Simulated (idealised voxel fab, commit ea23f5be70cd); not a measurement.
The following process module bears the name voxel released beams.
220 nm wide, 5 nm square cells: that's cross-section cut.
If you're reading a cross-section in this doc, picture square cells in a grid; it comes to you as bands, top ones listed first down to the bottom, and a band can be one or more rows of cells. Read a band's entry like this: the first values are the height of its top and the height of its bottom in nm, and what follows is the sequence of materials from left to right, each with its width in nm. Note that "empty" is empty space, and that a single material marked "all across" reaches across the band from edge to edge. Zero point of the height axis is 0; under it, received wafer = one material. Lowest band: continues down indefinitely, "0 nm and below". Top row gets the first number, bottom row gets the second, and each row in between changes by the same step: that is how a band width like "30 to 40" works. Where the words "stayed the same" appear for a step, the cross-section shows no cell changed by that step; every cell remained as before. The list in "Cavities, closed" covers empty spaces of 8 cells or more that cannot reach the top through any open way, and it gives each as width x height at distance; the distance is from the left edge, and width, height and distance are in nm. It should be noted that, on the line of a given step, the content following the step's settings is a remark produced by the simulator itself with respect to that step. You can add "overlay nm" to a step's line. For a step with a mask, it describes how far the mask lay to the right of its planned position, and a negative number describes a lay to the left. Guide to the pairs. Each holds a before and an after cross-section around one process step; the after cross-section is cut off at the lowest band that changed. Look under the pair for the step between them and its settings. Pairs can come from different runs of this module on the same starting wafer, so a pair follows on from the one above it only where its entry headed "Pre-step geometry" says it does.

**Pre-step geometry**
* 30 nm to 15 nm  empty 70 nm / aC 35 nm / empty 115 nm
* 15 nm to 5 nm  SiO2 all across
* 5 nm to 0 nm  Al2O3 all across
* 0 nm and below  Si all across
* Cavities, closed: none

**Cut View, Post-Step**
* 30 nm to 15 nm  empty 70 nm / aC 35 nm / empty 115 nm
* 15 nm to 5 nm  empty 70 nm / SiO2 35 nm / empty 115 nm
* Under 5: no change, same as before.
* Cavities, closed: none
Q: step between the cross-sections above? A: DIRECTIONAL_ETCH (etch materials SiO2; depth nm 10)

Pre-step geometry: this step begins from the cross-section that the pair just above shows after its step.

**Cut View, Post-Step**
* 15 nm to 5 nm  empty 70 nm / SiO2 35 nm / empty 115 nm
* Under 5: no change, same as before.
* Cavities, closed: none
Q: step between the cross-sections above? A: STRIP (etch materials aC)

Pre-step geometry: this step begins from the cross-section that the pair just above shows after its step.

**Cut View, Post-Step**
* 25 nm to 15 nm  empty 60 nm / polySi 55 nm / empty 105 nm
* 15 nm to 5 nm  polySi 70 nm / SiO2 35 nm / polySi 115 nm
* Under 5: no change, same as before.
* Cavities, closed: none
Q: step between the cross-sections above? A: CONFORMAL_DEP (material polySi; thk nm 10)

Pre-step geometry: this step begins from the cross-section that the pair just above shows after its step.

**Cut View, Post-Step**
* 40 nm to 30 nm  empty 60 nm / aC 55 nm / empty 105 nm
* 30 nm to 25 nm  aC all across
* 25 nm to 15 nm  aC 60 nm / polySi 55 nm / aC 105 nm
* Under 15: no change, same as before.
* Cavities, closed: none
Q: step between the cross-sections above? A: DIRECTIONAL_DEP (material aC; thk nm 15)

Pre-step geometry: this step begins from the cross-section that the pair just above shows after its step.

**Cut View, Post-Step**
* 70 nm to 40 nm  empty 65 nm / resist 85 nm / empty 70 nm
* 40 nm to 30 nm  empty 60 nm / aC 55 nm / resist 35 nm / empty 70 nm
* Under 30: no change, same as before.
* Cavities, closed: none
Q: step between the cross-sections above? A: PATTERN (tone cover; mask id BEAM; material resist; width nm 85; thk nm 30; overlay nm 0)

Pre-step geometry: this step begins from the cross-section that the pair just above shows after its step.

**Cut View, Post-Step**
* 55 nm to 40 nm  empty 65 nm / resist 85 nm / empty 70 nm
* 40 nm to 30 nm  empty 65 nm / aC 50 nm / resist 35 nm / empty 70 nm
* 30 nm to 25 nm  empty 65 nm / aC 85 nm / empty 70 nm
* 25 nm to 15 nm  empty 60 nm / polySi 55 nm / aC 35 nm / empty 70 nm
* Under 15: no change, same as before.
* Cavities, closed: none
Q: step between the cross-sections above? A: DIRECTIONAL_ETCH (etch materials aC; depth nm 15)

Pre-step geometry: this step begins from the cross-section that the pair just above shows after its step.

**Cut View, Post-Step**
* 40 nm to 30 nm  empty 65 nm / aC 50 nm / empty 105 nm
* Under 30: no change, same as before.
* Cavities, closed: none
Q: step between the cross-sections above? A: STRIP (etch materials resist)

Pre-step geometry: this step begins from the cross-section that the pair just above shows after its step.

**Cut View, Post-Step**
* 40 nm to 30 nm  empty 65 nm / aC 50 nm / empty 105 nm
* 30 nm to 25 nm  empty 65 nm / aC 85 nm / empty 70 nm
* 25 nm to 15 nm  empty 65 nm / polySi 50 nm / aC 35 nm / empty 70 nm
* 15 nm to 5 nm  empty 60 nm / polySi 10 nm / SiO2 35 nm / polySi 45 nm / empty 70 nm
* Under 5: no change, same as before.
* Cavities, closed: none
Q: step between the cross-sections above? A: DIRECTIONAL_ETCH (etch materials polySi; depth nm 10)

Pre-step geometry: this step begins from the cross-section that the pair just above shows after its step.

**Cut View, Post-Step**
* 25 nm to 15 nm  empty 65 nm / polySi 50 nm / empty 105 nm
* Under 15: no change, same as before.
* Cavities, closed: none
Q: step between the cross-sections above? A: STRIP (etch materials aC)
